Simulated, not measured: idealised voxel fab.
The process module that follows is named voxel spacer lines.
Each square cell in cross-section cut measures 5 nm, and the section as a whole is 175 nm wide.
Cross-section format: a grid of square cells, given as bands from top to bottom; each band is one or more rows of cells.
This entry defines a band. It first specifies the height of the band's top and the height of its bottom in nm, and then specifies the band's materials from left to right, stating each material with its width in nm. The word "full width" identifies a single material that fills the band from edge to edge, while the word "air" identifies empty space.
Heads up on the height convention: 0 is the point under which the incoming wafer is all one material, and the lowest band has no bottom, it just keeps going down, like "0 and below".
Width "30..40": first value at the band's top row of cells, second value at its bottom row, equal change from row to row.
Given "all unchanged" for a step, no cell of the cross-section differs between before and after that step.
Any empty space of 8 cells or more lacking an open way to the top shows up in "Closed void register" as width x height at distance, distance from the left edge, in nm.
The remark found on a step's line after its settings is issued by the simulator itself and pertains to that step.
The optional step-line setting "overlay nm" applies to steps with a mask and quantifies how far to the right of its planned location the mask lay, a negative value indicating leftward placement.
# The steps planned for the process are as follows
1,RECEIVE,material Si
2,CONFORMAL_DEP,material Al2O3,thk nm 10
3,DIRECTIONAL_DEP,material W,thk nm 15
4,DIRECTIONAL_DEP,material polySi,thk nm 25
5,PATTERN,tone cover,mask id MANDREL,material resist,width nm 15,pitch nm 60,thk nm 30,overlay nm 0
6,DIRECTIONAL_ETCH,etch materials polySi,depth nm 25
7,STRIP,etch materials resist
8,CONFORMAL_DEP,material SiN,thk nm 10
9,DIRECTIONAL_ETCH,etch materials SiN,depth nm 10
10,STRIP,etch materials polySi
11,DIRECTIONAL_ETCH,etch materials W,depth nm 15
12,STRIP,etch materials SiN
13,FILL_DEP,material SiO2,thk nm 10
14,CMP,height nm 25
The plan's step 5 width nm is the first wafer's value; the wafers differ in this setting and start identical.
# Cross-section of the first of several received wafers, showing its state after step 1
    0 and below: Si full width
    Closed void register: none
# Take any row and you have a wafer at the end of the module: how many cells of each material it has gained (+) or lost (-) since it was received, and then its closed voids
width nm 15 | +70 Al2O3 | +69 SiO2 | +36 W | Closed void register: none
width nm 20 | +70 Al2O3 | +69 SiO2 | +36 W | Closed void register: none
width nm 25 | +70 Al2O3 | +69 SiO2 | +36 W | Closed void register: none
